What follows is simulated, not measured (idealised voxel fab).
You're looking at the process module voxel self aligned vias.
Cross-section cut: width 160 nm, square cells of 5 nm.
Each cross-section below is a grid of square cells, stated as bands in top-down order, with one or more rows of cells making up each band.
Per band: top height and bottom height in nm, followed by the left-to-right materials and their widths in nm; "throughout" marks a single material spanning edge to edge, "empty" marks empty space.
The level at which height equals 0 is the one under which the wafer, as it arrives, is entirely one material. No lower edge exists for the bottom band, which continues downward and is notated as in "0 nm and below".
You'd read "30->40" like this: the band's top row of cells is as wide as the first number, its bottom row is as wide as the second, and going down, every row changes width by the same amount as the row before did.
The cross-section has no changed cell in any step marked "nothing different".
Closed-off voids of 8+ cells (no open route to the top) go in "Fully enclosed voids", written width x height at distance from the left edge, in nm.
Where a step's line continues beyond its settings, the continuation is a remark by the simulator itself on that step.
What "overlay nm" on a step's line means: if the step has a mask, that mask lay this far to the right of its planned place, or, when the value is negative, to the left.
Pairs follow: section before one process step, section after it down to the lowest changed band, step with settings underneath. Pairs may come from different runs of this module on the same starting wafer; continuity with the pair above only as stated in the "State before" entry.

[State before]
> 75 nm to 70 nm = TiN: 40  empty: 20  TiN: 100
> 70 nm to 55 nm = SiO2: 35  TiN: 5  empty: 20  TiN: 5  SiO2: 95
> 55 nm to 50 nm = SiO2: 35  TiN: 10  empty: 10  TiN: 10  SiO2: 95
> 50 nm to 45 nm = SiO2: 40  TiN: 5  empty: 10  TiN: 5  SiO2: 35  SiN: 20  SiO2: 45
> 45 nm to 40 nm = SiO2: 40  TiN: 20  SiO2: 35  SiN: 20  SiO2: 45
> 40 nm to 25 nm = SiO2: 40  TiN: 5  Ru: 10  TiN: 5  SiO2: 35  TiN: 5  Ru: 10  TiN: 5  SiO2: 45
> 25 nm to 20 nm = SiO2: 40  TiN: 20  SiO2: 35  TiN: 20  SiO2: 45
> 20 nm to 5 nm = SiO2 throughout
> 5 nm to 0 nm = SiCN throughout
> 0 nm and below = Si throughout
> Fully enclosed voids: none

[Post-Step Geometry]
> 80 nm to 75 nm = Cu throughout
> 75 nm to 70 nm = TiN: 40  Cu: 20  TiN: 100
> 70 nm to 55 nm = SiO2: 35  TiN: 5  Cu: 20  TiN: 5  SiO2: 95
> 55 nm to 50 nm = SiO2: 35  TiN: 10  Cu: 10  TiN: 10  SiO2: 95
> 50 nm to 45 nm = SiO2: 40  TiN: 5  Cu: 10  TiN: 5  SiO2: 35  SiN: 20  SiO2: 45
> Everything under 45 stays put, no change at all.
> Fully enclosed voids: none
Step lying between the two cross-sections just above: op FILL_DEP | material Cu | thk nm 5

State before: The initial state for this step is given by the after cross-section of the immediately preceding pair.

[Post-Step Geometry]
> 70 nm to 55 nm = SiO2: 35  TiN: 5  Cu: 20  TiN: 5  SiO2: 95
> Everything under 55 stays put, no change at all.
> Fully enclosed voids: none
Step lying between the two cross-sections just above: op CMP | height nm 70

State before: The initial state for this step is given by the after cross-section of the immediately preceding pair.

[Post-Step Geometry]
> 75 nm to 70 nm = SiN throughout
> Everything under 70 stays put, no change at all.
> Fully enclosed voids: none
Step lying between the two cross-sections just above: op CONFORMAL_DEP | material SiN | thk nm 5

[State before]
> 60 nm to 50 nm = SiN throughout
> 50 nm to 40 nm = SiO2: 40  SiN: 20  SiO2: 35  SiN: 20  SiO2: 45
> 40 nm to 25 nm = SiO2: 40  TiN: 5  Ru: 10  TiN: 5  SiO2: 35  TiN: 5  Ru: 10  TiN: 5  SiO2: 45
> 25 nm to 20 nm = SiO2: 40  TiN: 20  SiO2: 35  TiN: 20  SiO2: 45
> 20 nm to 15 nm = SiCN throughout
> 15 nm to 0 nm = SiO2 throughout
> 0 nm and below = Si throughout
> Fully enclosed voids: none

[Post-Step Geometry]
> 40 nm to 25 nm = SiO2: 40  TiN: 5  Ru: 10  TiN: 5  SiO2: 35  TiN: 5  Ru: 10  TiN: 5  SiO2: 45
> Everything under 25 stays put, no change at all.
> Fully enclosed voids: none
Step lying between the two cross-sections just above: op CMP | height nm 40

State before: The initial state for this step is given by the after cross-section of the immediately preceding pair.

[Post-Step Geometry]
> 60 nm to 40 nm = SiO2 throughout
> Everything under 40 stays put, no change at all.
> Fully enclosed voids: none
Step lying between the two cross-sections just above: op DIRECTIONAL_DEP | material SiO2 | thk nm 20

State before: The initial state for this step is given by the after cross-section of the immediately preceding pair.

[Post-Step Geometry]
> 80 nm to 60 nm = resist: 35  empty: 30  resist: 95
> Everything under 60 stays put, no change at all.
> Fully enclosed voids: none
Step lying between the two cross-sections just above: op PATTERN | tone open | mask id VIAS | material resist | width nm 30 | thk nm 20 | overlay nm 0

State before: The initial state for this step is given by the after cross-section of the immediately preceding pair.

[Post-Step Geometry]
> 80 nm to 60 nm = resist: 35  empty: 30  resist: 95
> 60 nm to 40 nm = SiO2: 35  empty: 30  SiO2: 95
> Everything under 40 stays put, no change at all.
> Fully enclosed voids: none
Step lying between the two cross-sections just above: op DIRECTIONAL_ETCH | etch materials SiO2 | depth nm 20

State before: The initial state for this step is given by the after cross-section of the immediately preceding pair.

[Post-Step Geometry]
> 60 nm to 40 nm = SiO2: 35  empty: 30  SiO2: 95
> Everything under 40 stays put, no change at all.
> Fully enclosed voids: none
Step lying between the two cross-sections just above: op STRIP | etch materials resist

State before: The initial state for this step is given by the after cross-section of the immediately preceding pair.

[Post-Step Geometry]
> 65 nm to 60 nm = TiN: 40  empty: 20  TiN: 100
> 60 nm to 45 nm = SiO2: 35  TiN: 5  empty: 20  TiN: 5  SiO2: 95
> 45 nm to 40 nm = SiO2: 35  TiN: 30  SiO2: 95
> Everything under 40 stays put, no change at all.
> Fully enclosed voids: none
Step lying between the two cross-sections just above: op CONFORMAL_DEP | material TiN | thk nm 5

State before: The initial state for this step is given by the after cross-section of the immediately preceding pair.

[Post-Step Geometry]
> 70 nm to 65 nm = Cu throughout
> 65 nm to 60 nm = TiN: 40  Cu: 20  TiN: 100
> 60 nm to 45 nm = SiO2: 35  TiN: 5  Cu: 20  TiN: 5  SiO2: 95
> Everything under 45 stays put, no change at all.
> Fully enclosed voids: none
Step lying between the two cross-sections just above: op FILL_DEP | material Cu | thk nm 5

State before: The initial state for this step is given by the after cross-section of the immediately preceding pair.

[Post-Step Geometry]
> 75 nm to 70 nm = SiN throughout
> Everything under 70 stays put, no change at all.
> Fully enclosed voids: none
Step lying between the two cross-sections just above: op CONFORMAL_DEP | material SiN | thk nm 5

[State before]
> 60 nm to 50 nm = aC throughout
> 50 nm to 20 nm = SiO2 throughout
> 20 nm to 15 nm = SiCN throughout
> 15 nm to 0 nm = SiO2 throughout
> 0 nm and below = Si throughout
> Fully enclosed voids: none

[Post-Step Geometry]
> 85 nm to 60 nm = resist: 40  empty: 25  resist: 30  empty: 25  resist: 40
> Everything under 60 stays put, no change at all.
> Fully enclosed voids: none
Step lying between the two cross-sections just above: op PATTERN | tone open | mask id LINES | material resist | width nm 25 | pitch nm 55 | thk nm 25 | overlay nm 0

State before: The initial state for this step is given by the after cross-section of the immediately preceding pair.

[Post-Step Geometry]
> 75 nm to 60 nm = resist: 40  empty: 25  resist: 30  empty: 25  resist: 40
> 60 nm to 50 nm = aC: 40  empty: 25  aC: 30  empty: 25  aC: 40
> Everything under 50 stays put, no change at all.
> Fully enclosed voids: none
Step lying between the two cross-sections just above: op DIRECTIONAL_ETCH | etch materials aC | depth nm 10

State before: The initial state for this step is given by the after cross-section of the immediately preceding pair.

[Post-Step Geometry]
> 60 nm to 50 nm = aC: 40  empty: 25  aC: 30  empty: 25  aC: 40
> Everything under 50 stays put, no change at all.
> Fully enclosed voids: none
Step lying between the two cross-sections just above: op STRIP | etch materials resist

State before: The initial state for this step is given by the after cross-section of the immediately preceding pair.

[Post-Step Geometry]
> 60 nm to 50 nm = aC: 40  empty: 25  aC: 30  empty: 25  aC: 40
> 50 nm to 20 nm = SiO2: 40  empty: 25  SiO2: 30  empty: 25  SiO2: 40
> Everything under 20 stays put, no change at all.
> Fully enclosed voids: none
Step lying between the two cross-sections just above: op DIRECTIONAL_ETCH | etch materials SiO2 | depth nm 30

State before: The initial state for this step is given by the after cross-section of the immediately preceding pair.

[Post-Step Geometry]
> 50 nm to 20 nm = SiO2: 40  empty: 25  SiO2: 30  empty: 25  SiO2: 40
> Everything under 20 stays put, no change at all.
> Fully enclosed voids: none
Step lying between the two cross-sections just above: op STRIP | etch materials aC

State before: The initial state for this step is given by the after cross-section of the immediately preceding pair.

[Post-Step Geometry]
> 55 nm to 50 nm = TiN: 45  empty: 15  TiN: 40  empty: 15  TiN: 45
> 50 nm to 25 nm = SiO2: 40  TiN: 5  empty: 15  TiN: 5  SiO2: 30  TiN: 5  empty: 15  TiN: 5  SiO2: 40
> 25 nm to 20 nm = SiO2: 40  TiN: 25  SiO2: 30  TiN: 25  SiO2: 40
> Everything under 20 stays put, no change at all.
> Fully enclosed voids: none
Step lying between the two cross-sections just above: op CONFORMAL_DEP | material TiN | thk nm 5

State before: The initial state for this step is given by the after cross-section of the immediately preceding pair.

[Post-Step Geometry]
> 65 nm to 55 nm = Ru throughout
> 55 nm to 50 nm = TiN: 45  Ru: 15  TiN: 40  Ru: 15  TiN: 45
> 50 nm to 25 nm = SiO2: 40  TiN: 5  Ru: 15  TiN: 5  SiO2: 30  TiN: 5  Ru: 15  TiN: 5  SiO2: 40
> Everything under 25 stays put, no change at all.
> Fully enclosed voids: none
Step lying between the two cross-sections just above: op FILL_DEP | material Ru | thk nm 10

State before: The initial state for this step is given by the after cross-section of the immediately preceding pair.

[Post-Step Geometry]
> 50 nm to 25 nm = SiO2: 40  TiN: 5  Ru: 15  TiN: 5  SiO2: 30  TiN: 5  Ru: 15  TiN: 5  SiO2: 40
> Everything under 25 stays put, no change at all.
> Fully enclosed voids: none
Step lying between the two cross-sections just above: op CMP | height nm 50

State before: The initial state for this step is given by the after cross-section of the immediately preceding pair.

[Post-Step Geometry]
> 50 nm to 40 nm = SiO2: 40  empty: 25  SiO2: 30  empty: 25  SiO2: 40
> Everything under 40 stays put, no change at all.
> Fully enclosed voids: none
Step lying between the two cross-sections just above: op SELECTIVE_ETCH | etch materials W Ru TiN | depth nm 10

State before: The initial state for this step is given by the after cross-section of the immediately preceding pair.

[Post-Step Geometry]
> 60 nm to 50 nm = SiN throughout
> 50 nm to 40 nm = SiO2: 40  SiN: 25  SiO2: 30  SiN: 25  SiO2: 40
> Everything under 40 stays put, no change at all.
> Fully enclosed voids: none
Step lying between the two cross-sections just above: op FILL_DEP | material SiN | thk nm 10

State before: The initial state for this step is given by the after cross-section of the immediately preceding pair.

[Post-Step Geometry]
> 50 nm to 40 nm = SiO2: 40  SiN: 25  SiO2: 30  SiN: 25  SiO2: 40
> Everything under 40 stays put, no change at all.
> Fully enclosed voids: none
Step lying between the two cross-sections just above: op CMP | height nm 50

State before: The initial state for this step is given by the after cross-section of the immediately preceding pair.

[Post-Step Geometry]
> 70 nm to 50 nm = SiO2 throughout
> Everything under 50 stays put, no change at all.
> Fully enclosed voids: none
Step lying between the two cross-sections just above: op DIRECTIONAL_DEP | material SiO2 | thk nm 20

State before: The initial state for this step is given by the after cross-section of the immediately preceding pair.

[Post-Step Geometry]
> 90 nm to 70 nm = resist: 35  empty: 30  resist: 95
> Everything under 70 stays put, no change at all.
> Fully enclosed voids: none
Step lying between the two cross-sections just above: op PATTERN | tone open | mask id VIAS | material resist | width nm 30 | thk nm 20 | overlay nm 0

State before: The initial state for this step is given by the after cross-section of the immediately preceding pair.

[Post-Step Geometry]
> 90 nm to 70 nm = resist: 35  empty: 30  resist: 95
> 70 nm to 50 nm = SiO2: 35  empty: 30  SiO2: 95
> Everything under 50 stays put, no change at all.
> Fully enclosed voids: none
Step lying between the two cross-sections just above: op DIRECTIONAL_ETCH | etch materials SiO2 | depth nm 20

State before: The initial state for this step is given by the after cross-section of the immediately preceding pair.

[Post-Step Geometry]
> 90 nm to 70 nm = resist: 35  empty: 30  resist: 95
> 70 nm to 50 nm = SiO2: 35  empty: 30  SiO2: 95
> 50 nm to 40 nm = SiO2: 40  empty: 25  SiO2: 30  SiN: 25  SiO2: 40
> Everything under 40 stays put, no change at all.
> Fully enclosed voids: none
Step lying between the two cross-sections just above: op DIRECTIONAL_ETCH | etch materials SiN | depth nm 10

State before: The initial state for this step is given by the after cross-section of the immediately preceding pair.

[Post-Step Geometry]
> 70 nm to 50 nm = SiO2: 35  empty: 30  SiO2: 95
> Everything under 50 stays put, no change at all.
> Fully enclosed voids: none
Step lying between the two cross-sections just above: op STRIP | etch materials resist

State before: The initial state for this step is given by the after cross-section of the immediately preceding pair.

[Post-Step Geometry]
> 75 nm to 70 nm = TiN: 40  empty: 20  TiN: 100
> 70 nm to 55 nm = SiO2: 35  TiN: 5  empty: 20  TiN: 5  SiO2: 95
> 55 nm to 50 nm = SiO2: 35  TiN: 10  empty: 15  TiN: 5  SiO2: 95
> 50 nm to 45 nm = SiO2: 40  TiN: 5  empty: 15  TiN: 5  SiO2: 30  SiN: 25  SiO2: 40
> 45 nm to 40 nm = SiO2: 40  TiN: 25  SiO2: 30  SiN: 25  SiO2: 40
> Everything under 40 stays put, no change at all.
> Fully enclosed voids: none
Step lying between the two cross-sections just above: op CONFORMAL_DEP | material TiN | thk nm 5

State before: The initial state for this step is given by the after cross-section of the immediately preceding pair.

[Post-Step Geometry]
> 80 nm to 75 nm = Cu throughout
> 75 nm to 70 nm = TiN: 40  Cu: 20  TiN: 100
> 70 nm to 55 nm = SiO2: 35  TiN: 5  Cu: 20  TiN: 5  SiO2: 95
> 55 nm to 50 nm = SiO2: 35  TiN: 10  Cu: 15  TiN: 5  SiO2: 95
> 50 nm to 45 nm = SiO2: 40  TiN: 5  Cu: 15  TiN: 5  SiO2: 30  SiN: 25  SiO2: 40
> Everything under 45 stays put, no change at all.
> Fully enclosed voids: none
Step lying between the two cross-sections just above: op FILL_DEP | material Cu | thk nm 5

State before: The initial state for this step is given by the after cross-section of the immediately preceding pair.

[Post-Step Geometry]
> 70 nm to 55 nm = SiO2: 35  TiN: 5  Cu: 20  TiN: 5  SiO2: 95
> Everything under 55 stays put, no change at all.
> Fully enclosed voids: none
Step lying between the two cross-sections just above: op CMP | height nm 70

State before: The initial state for this step is given by the after cross-section of the immediately preceding pair.

[Post-Step Geometry]
> 75 nm to 70 nm = SiN throughout
> Everything under 70 stays put, no change at all.
> Fully enclosed voids: none
Step lying between the two cross-sections just above: op CONFORMAL_DEP | material SiN | thk nm 5

[State before]
> 60 nm to 50 nm = aC throughout
> 50 nm to 20 nm = SiO2 throughout
> 20 nm to 15 nm = SiCN throughout
> 15 nm to 0 nm = SiO2 throughout
> 0 nm and below = Si throughout
> Fully enclosed voids: none

[Post-Step Geometry]
> 85 nm to 60 nm = resist: 35  empty: 20  resist: 35  empty: 20  resist: 50
> Everything under 60 stays put, no change at all.
> Fully enclosed voids: none
Step lying between the two cross-sections just above: op PATTERN | tone open | mask id LINES | material resist | width nm 20 | pitch nm 55 | thk nm 25 | overlay nm -5

State before: The initial state for this step is given by the after cross-section of the immediately preceding pair.

[Post-Step Geometry]
> 75 nm to 60 nm = resist: 35  empty: 20  resist: 35  empty: 20  resist: 50
> 60 nm to 50 nm = aC: 35  empty: 20  aC: 35  empty: 20  aC: 50
> Everything under 50 stays put, no change at all.
> Fully enclosed voids: none
Step lying between the two cross-sections just above: op DIRECTIONAL_ETCH | etch materials aC | depth nm 10

State before: The initial state for this step is given by the after cross-section of the immediately preceding pair.

[Post-Step Geometry]
> 60 nm to 50 nm = aC: 35  empty: 20  aC: 35  empty: 20  aC: 50
> Everything under 50 stays put, no change at all.
> Fully enclosed voids: none
Step lying between the two cross-sections just above: op STRIP | etch materials resist

State before: The initial state for this step is given by the after cross-section of the immediately preceding pair.

[Post-Step Geometry]
> 60 nm to 50 nm = aC: 35  empty: 20  aC: 35  empty: 20  aC: 50
> 50 nm to 20 nm = SiO2: 35  empty: 20  SiO2: 35  empty: 20  SiO2: 50
> Everything under 20 stays put, no change at all.
> Fully enclosed voids: none
Step lying between the two cross-sections just above: op DIRECTIONAL_ETCH | etch materials SiO2 | depth nm 30

State before: The initial state for this step is given by the after cross-section of the immediately preceding pair.

[Post-Step Geometry]
> 50 nm to 20 nm = SiO2: 35  empty: 20  SiO2: 35  empty: 20  SiO2: 50
> Everything under 20 stays put, no change at all.
> Fully enclosed voids: none
Step lying between the two cross-sections just above: op STRIP | etch materials aC

State before: The initial state for this step is given by the after cross-section of the immediately preceding pair.

[Post-Step Geometry]
> 55 nm to 50 nm = TiN: 40  empty: 10  TiN: 45  empty: 10  TiN: 55
> 50 nm to 25 nm = SiO2: 35  TiN: 5  empty: 10  TiN: 5  SiO2: 35  TiN: 5  empty: 10  TiN: 5  SiO2: 50
> 25 nm to 20 nm = SiO2: 35  TiN: 20  SiO2: 35  TiN: 20  SiO2: 50
> Everything under 20 stays put, no change at all.
> Fully enclosed voids: none
Step lying between the two cross-sections just above: op CONFORMAL_DEP | material TiN | thk nm 5

State before: The initial state for this step is given by the after cross-section of the immediately preceding pair.

[Post-Step Geometry]
> 65 nm to 55 nm = Ru throughout
> 55 nm to 50 nm = TiN: 40  Ru: 10  TiN: 45  Ru: 10  TiN: 55
> 50 nm to 25 nm = SiO2: 35  TiN: 5  Ru: 10  TiN: 5  SiO2: 35  TiN: 5  Ru: 10  TiN: 5  SiO2: 50
> Everything under 25 stays put, no change at all.
> Fully enclosed voids: none
Step lying between the two cross-sections just above: op FILL_DEP | material Ru | thk nm 10

State before: The initial state for this step is given by the after cross-section of the immediately preceding pair.

[Post-Step Geometry]
> 50 nm to 25 nm = SiO2: 35  TiN: 5  Ru: 10  TiN: 5  SiO2: 35  TiN: 5  Ru: 10  TiN: 5  SiO2: 50
> Everything under 25 stays put, no change at all.
> Fully enclosed voids: none
Step lying between the two cross-sections just above: op CMP | height nm 50

State before: The initial state for this step is given by the after cross-section of the immediately preceding pair.

[Post-Step Geometry]
> 50 nm to 40 nm = SiO2: 35  empty: 20  SiO2: 35  empty: 20  SiO2: 50
> Everything under 40 stays put, no change at all.
> Fully enclosed voids: none
Step lying between the two cross-sections just above: op SELECTIVE_ETCH | etch materials W Ru TiN | depth nm 10

State before: The initial state for this step is given by the after cross-section of the immediately preceding pair.

[Post-Step Geometry]
> 60 nm to 50 nm = SiN throughout
> 50 nm to 40 nm = SiO2: 35  SiN: 20  SiO2: 35  SiN: 20  SiO2: 50
> Everything under 40 stays put, no change at all.
> Fully enclosed voids: none
Step lying between the two cross-sections just above: op FILL_DEP | material SiN | thk nm 10

State before: The initial state for this step is given by the after cross-section of the immediately preceding pair.

[Post-Step Geometry]
> 50 nm to 40 nm = SiO2: 35  SiN: 20  SiO2: 35  SiN: 20  SiO2: 50
> Everything under 40 stays put, no change at all.
> Fully enclosed voids: none
Step lying between the two cross-sections just above: op CMP | height nm 50

State before: The initial state for this step is given by the after cross-section of the immediately preceding pair.

[Post-Step Geometry]
> 70 nm to 50 nm = SiO2 throughout
> Everything under 50 stays put, no change at all.
> Fully enclosed voids: none
Step lying between the two cross-sections just above: op DIRECTIONAL_DEP | material SiO2 | thk nm 20

State before: The initial state for this step is given by the after cross-section of the immediately preceding pair.

[Post-Step Geometry]
> 90 nm to 70 nm = resist: 35  empty: 30  resist: 95
> Everything under 70 stays put, no change at all.
> Fully enclosed voids: none
Step lying between the two cross-sections just above: op PATTERN | tone open | mask id VIAS | material resist | width nm 30 | thk nm 20 | overlay nm 0

State before: The initial state for this step is given by the after cross-section of the immediately preceding pair.

[Post-Step Geometry]
> 90 nm to 70 nm = resist: 35  empty: 30  resist: 95
> 70 nm to 50 nm = SiO2: 35  empty: 30  SiO2: 95
> Everything under 50 stays put, no change at all.
> Fully enclosed voids: none
Step lying between the two cross-sections just above: op DIRECTIONAL_ETCH | etch materials SiO2 | depth nm 20

State before: The initial state for this step is given by the after cross-section of the immediately preceding pair.

[Post-Step Geometry]
> 90 nm to 70 nm = resist: 35  empty: 30  resist: 95
> 70 nm to 50 nm = SiO2: 35  empty: 30  SiO2: 95
> 50 nm to 40 nm = SiO2: 35  empty: 20  SiO2: 35  SiN: 20  SiO2: 50
> Everything under 40 stays put, no change at all.
> Fully enclosed voids: none
Step lying between the two cross-sections just above: op DIRECTIONAL_ETCH | etch materials SiN | depth nm 10

State before: The initial state for this step is given by the after cross-section of the immediately preceding pair.

[Post-Step Geometry]
> 70 nm to 50 nm = SiO2: 35  empty: 30  SiO2: 95
> Everything under 50 stays put, no change at all.
> Fully enclosed voids: none
Step lying between the two cross-sections just above: op STRIP | etch materials resist

State before: The initial state for this step is given by the after cross-section of the immediately preceding pair.

[Post-Step Geometry]
> 75 nm to 70 nm = TiN: 40  empty: 20  TiN: 100
> 70 nm to 55 nm = SiO2: 35  TiN: 5  empty: 20  TiN: 5  SiO2: 95
> 55 nm to 50 nm = SiO2: 35  TiN: 5  empty: 10  TiN: 15  SiO2: 95
> 50 nm to 45 nm = SiO2: 35  TiN: 5  empty: 10  TiN: 5  SiO2: 35  SiN: 20  SiO2: 50
> 45 nm to 40 nm = SiO2: 35  TiN: 20  SiO2: 35  SiN: 20  SiO2: 50
> Everything under 40 stays put, no change at all.
> Fully enclosed voids: none
Step lying between the two cross-sections just above: op CONFORMAL_DEP | material TiN | thk nm 5

State before: The initial state for this step is given by the after cross-section of the immediately preceding pair.

[Post-Step Geometry]
> 80 nm to 75 nm = Cu throughout
> 75 nm to 70 nm = TiN: 40  Cu: 20  TiN: 100
> 70 nm to 55 nm = SiO2: 35  TiN: 5  Cu: 20  TiN: 5  SiO2: 95
> 55 nm to 50 nm = SiO2: 35  TiN: 5  Cu: 10  TiN: 15  SiO2: 95
> 50 nm to 45 nm = SiO2: 35  TiN: 5  Cu: 10  TiN: 5  SiO2: 35  SiN: 20  SiO2: 50
> Everything under 45 stays put, no change at all.
> Fully enclosed voids: none
Step lying between the two cross-sections just above: op FILL_DEP | material Cu | thk nm 5

State before: The initial state for this step is given by the after cross-section of the immediately preceding pair.

[Post-Step Geometry]
> 70 nm to 55 nm = SiO2: 35  TiN: 5  Cu: 20  TiN: 5  SiO2: 95
> Everything under 55 stays put, no change at all.
> Fully enclosed voids: none
Step lying between the two cross-sections just above: op CMP | height nm 70

State before: The initial state for this step is given by the after cross-section of the immediately preceding pair.

[Post-Step Geometry]
> 75 nm to 70 nm = SiN throughout
> Everything under 70 stays put, no change at all.
> Fully enclosed voids: none
Step lying between the two cross-sections just above: op CONFORMAL_DEP | material SiN | thk nm 5

[State before]
> 0 nm and below = Si throughout
> Fully enclosed voids: none

[Post-Step Geometry]
> 15 nm to 0 nm = SiCN throughout
> Everything under 0 stays put, no change at all.
> Fully enclosed voids: none
Step lying between the two cross-sections just above: op CONFORMAL_DEP | material SiCN | thk nm 15

State before: The initial state for this step is given by the after cross-section of the immediately preceding pair.

[Post-Step Geometry]
> 20 nm to 0 nm = SiCN throughout
> Everything under 0 stays put, no change at all.
> Fully enclosed voids: none
Step lying between the two cross-sections just above: op CONFORMAL_DEP | material SiCN | thk nm 5

State before: The initial state for this step is given by the after cross-section of the immediately preceding pair.

[Post-Step Geometry]
> 50 nm to 20 nm = SiO2 throughout
> Everything under 20 stays put, no change at all.
> Fully enclosed voids: none
Step lying between the two cross-sections just above: op DIRECTIONAL_DEP | material SiO2 | thk nm 30

State before: The initial state for this step is given by the after cross-section of the immediately preceding pair.

[Post-Step Geometry]
> 60 nm to 50 nm = aC throughout
> Everything under 50 stays put, no change at all.
> Fully enclosed voids: none
Step lying between the two cross-sections just above: op DIRECTIONAL_DEP | material aC | thk nm 10

State before: The initial state for this step is given by the after cross-section of the immediately preceding pair.

[Post-Step Geometry]
> 85 nm to 60 nm = resist: 40  empty: 20  resist: 35  empty: 20  resist: 45
> Everything under 60 stays put, no change at all.
> Fully enclosed voids: none
Step lying between the two cross-sections just above: op PATTERN | tone open | mask id LINES | material resist | width nm 20 | pitch nm 55 | thk nm 25 | overlay nm 0

State before: The initial state for this step is given by the after cross-section of the immediately preceding pair.

[Post-Step Geometry]
> 75 nm to 60 nm = resist: 40  empty: 20  resist: 35  empty: 20  resist: 45
> 60 nm to 50 nm = aC: 40  empty: 20  aC: 35  empty: 20  aC: 45
> Everything under 50 stays put, no change at all.
> Fully enclosed voids: none
Step lying between the two cross-sections just above: op DIRECTIONAL_ETCH | etch materials aC | depth nm 10

State before: The initial state for this step is given by the after cross-section of the immediately preceding pair.

[Post-Step Geometry]
> 60 nm to 50 nm = aC: 40  empty: 20  aC: 35  empty: 20  aC: 45
> Everything under 50 stays put, no change at all.
> Fully enclosed voids: none
Step lying between the two cross-sections just above: op STRIP | etch materials resist

State before: The initial state for this step is given by the after cross-section of the immediately preceding pair.

[Post-Step Geometry]
> 60 nm to 50 nm = aC: 40  empty: 20  aC: 35  empty: 20  aC: 45
> 50 nm to 20 nm = SiO2: 40  empty: 20  SiO2: 35  empty: 20  SiO2: 45
> Everything under 20 stays put, no change at all.
> Fully enclosed voids: none
Step lying between the two cross-sections just above: op DIRECTIONAL_ETCH | etch materials SiO2 | depth nm 30

State before: The initial state for this step is given by the after cross-section of the immediately preceding pair.

[Post-Step Geometry]
> 50 nm to 20 nm = SiO2: 40  empty: 20  SiO2: 35  empty: 20  SiO2: 45
> Everything under 20 stays put, no change at all.
> Fully enclosed voids: none
Step lying between the two cross-sections just above: op STRIP | etch materials aC

State before: The initial state for this step is given by the after cross-section of the immediately preceding pair.

[Post-Step Geometry]
> 55 nm to 50 nm = TiN: 45  empty: 10  TiN: 45  empty: 10  TiN: 50
> 50 nm to 25 nm = SiO2: 40  TiN: 5  empty: 10  TiN: 5  SiO2: 35  TiN: 5  empty: 10  TiN: 5  SiO2: 45
> 25 nm to 20 nm = SiO2: 40  TiN: 20  SiO2: 35  TiN: 20  SiO2: 45
> Everything under 20 stays put, no change at all.
> Fully enclosed voids: none
Step lying between the two cross-sections just above: op CONFORMAL_DEP | material TiN | thk nm 5

State before: The initial state for this step is given by the after cross-section of the immediately preceding pair.

[Post-Step Geometry]
> 65 nm to 55 nm = Ru throughout
> 55 nm to 50 nm = TiN: 45  Ru: 10  TiN: 45  Ru: 10  TiN: 50
> 50 nm to 25 nm = SiO2: 40  TiN: 5  Ru: 10  TiN: 5  SiO2: 35  TiN: 5  Ru: 10  TiN: 5  SiO2: 45
> Everything under 25 stays put, no change at all.
> Fully enclosed voids: none
Step lying between the two cross-sections just above: op FILL_DEP | material Ru | thk nm 10

State before: The initial state for this step is given by the after cross-section of the immediately preceding pair.

[Post-Step Geometry]
> 50 nm to 25 nm = SiO2: 40  TiN: 5  Ru: 10  TiN: 5  SiO2: 35  TiN: 5  Ru: 10  TiN: 5  SiO2: 45
> Everything under 25 stays put, no change at all.
> Fully enclosed voids: none
Step lying between the two cross-sections just above: op CMP | height nm 50

State before: The initial state for this step is given by the after cross-section of the immediately preceding pair.

[Post-Step Geometry]
> 50 nm to 40 nm = SiO2: 40  empty: 20  SiO2: 35  empty: 20  SiO2: 45
> Everything under 40 stays put, no change at all.
> Fully enclosed voids: none
Step lying between the two cross-sections just above: op SELECTIVE_ETCH | etch materials W Ru TiN | depth nm 10

State before: The initial state for this step is given by the after cross-section of the immediately preceding pair.

[Post-Step Geometry]
> 60 nm to 50 nm = SiN throughout
> 50 nm to 40 nm = SiO2: 40  SiN: 20  SiO2: 35  SiN: 20  SiO2: 45
> Everything under 40 stays put, no change at all.
> Fully enclosed voids: none
Step lying between the two cross-sections just above: op FILL_DEP | material SiN | thk nm 10

State before: The initial state for this step is given by the after cross-section of the immediately preceding pair.

[Post-Step Geometry]
> 50 nm to 40 nm = SiO2: 40  SiN: 20  SiO2: 35  SiN: 20  SiO2: 45
> Everything under 40 stays put, no change at all.
> Fully enclosed voids: none
Step lying between the two cross-sections just above: op CMP | height nm 50

State before: The initial state for this step is given by the after cross-section of the immediately preceding pair.

[Post-Step Geometry]
> 70 nm to 50 nm = SiO2 throughout
> Everything under 50 stays put, no change at all.
> Fully enclosed voids: none
Step lying between the two cross-sections just above: op DIRECTIONAL_DEP | material SiO2 | thk nm 20

State before: The initial state for this step is given by the after cross-section of the immediately preceding pair.

[Post-Step Geometry]
> 90 nm to 70 nm = resist: 35  empty: 30  resist: 95
> Everything under 70 stays put, no change at all.
> Fully enclosed voids: none
Step lying between the two cross-sections just above: op PATTERN | tone open | mask id VIAS | material resist | width nm 30 | thk nm 20 | overlay nm 0

State before: The initial state for this step is given by the after cross-section of the immediately preceding pair.

[Post-Step Geometry]
> 90 nm to 70 nm = resist: 35  empty: 30  resist: 95
> 70 nm to 50 nm = SiO2: 35  empty: 30  SiO2: 95
> Everything under 50 stays put, no change at all.
> Fully enclosed voids: none
Step lying between the two cross-sections just above: op DIRECTIONAL_ETCH | etch materials SiO2 | depth nm 20

State before: The initial state for this step is given by the after cross-section of the immediately preceding pair.

[Post-Step Geometry]
> 90 nm to 70 nm = resist: 35  empty: 30  resist: 95
> 70 nm to 50 nm = SiO2: 35  empty: 30  SiO2: 95
> 50 nm to 40 nm = SiO2: 40  empty: 20  SiO2: 35  SiN: 20  SiO2: 45
> Everything under 40 stays put, no change at all.
> Fully enclosed voids: none
Step lying between the two cross-sections just above: op DIRECTIONAL_ETCH | etch materials SiN | depth nm 10

State before: The initial state for this step is given by the after cross-section of the immediately preceding pair.

[Post-Step Geometry]
> 70 nm to 50 nm = SiO2: 35  empty: 30  SiO2: 95
> Everything under 50 stays put, no change at all.
> Fully enclosed voids: none
Step lying between the two cross-sections just above: op STRIP | etch materials resist

State before: The initial state for this step is given by the after cross-section of the immediately preceding pair.

[Post-Step Geometry]
> 75 nm to 70 nm = TiN: 40  empty: 20  TiN: 100
> 70 nm to 55 nm = SiO2: 35  TiN: 5  empty: 20  TiN: 5  SiO2: 95
> 55 nm to 50 nm = SiO2: 35  TiN: 10  empty: 10  TiN: 10  SiO2: 95
> 50 nm to 45 nm = SiO2: 40  TiN: 5  empty: 10  TiN: 5  SiO2: 35  SiN: 20  SiO2: 45
> 45 nm to 40 nm = SiO2: 40  TiN: 20  SiO2: 35  SiN: 20  SiO2: 45
> Everything under 40 stays put, no change at all.
> Fully enclosed voids: none
Step lying between the two cross-sections just above: op CONFORMAL_DEP | material TiN | thk nm 5
